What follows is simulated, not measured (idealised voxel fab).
Name of the process module below: voxel double patterning
The cross-section on display is named cut; it measures 285 nm wide, and its cells are 5 nm squares.
Notation: cross-section as square-cell grid; stated in bands, top first, going down; one or more cell rows per band.
Band: top height; bottom height; in nm. Then, left to right: material with width in nm, for each material. "full width": a single material spanning edge to edge. "blank": empty space.
A quick word on heights: they are counted from 0, and under that level the wafer as it came to us is one material throughout. The lowest band is different from the rest in having no bottom; it simply continues downward, written as in "0 down".
The expression "30 to 40" gives the width at the extremes of the band, the first number at its top row of cells and the second at its bottom row, with the width changing by equal amounts from each row to the next in between.
Key: "left unchanged" - step with no changed cell in the cross-section.
The list in "Non-vented voids" covers empty spaces of 8 cells or more that cannot reach the top through any open way, and it gives each as width x height at distance; the distance is from the left edge, and width, height and distance are in nm.
Read whatever lies past the settings on a step's line as the simulator's own remark about the step.
Regarding "overlay nm": on a step with a mask, it is the distance the mask lay to the right of its planned place; a negative value places it to the left.

[Set out below are the planned steps of the process]
1 RECEIVE: material Si
2 CONFORMAL_DEP: material SiO2, thk nm 5
3 DIRECTIONAL_DEP: material W, thk nm 10
4 DIRECTIONAL_DEP: material SiCN, thk nm 10
5 MASKED_ETCH: tone open, mask id FIRST, width nm 15, pitch nm 50, etch materials SiCN, depth nm 10, overlay nm 0
6 DIRECTIONAL_DEP: material aC, thk nm 15
7 PATTERN: tone open, mask id SECOND, material resist, width nm 15, thk nm 30, overlay nm 0
8 DIRECTIONAL_ETCH: etch materials aC, depth nm 15
9 STRIP: etch materials resist
10 DIRECTIONAL_ETCH: etch materials SiCN, depth nm 10
11 STRIP: etch materials aC
12 DIRECTIONAL_ETCH: etch materials W, depth nm 10
13 STRIP: etch materials SiCN

[as received, after step 1]
	0 down: Si full width
	Non-vented voids: none

[End-of-module cross-section. Starting structure and process plan as above; one mistake made in running it]
	15 to 5: W=110, blank=15, W=10, blank=20, W=5, blank=15, W=110
	5 to 0: SiO2 full width
	0 down: Si full width
	Non-vented voids: none
Heads up, the wafer didn't run the way we planned it: planned and actual differ for step 7; actual: PATTERN: tone open, mask id SECOND, material resist, width nm 20, thk nm 30, overlay nm 0
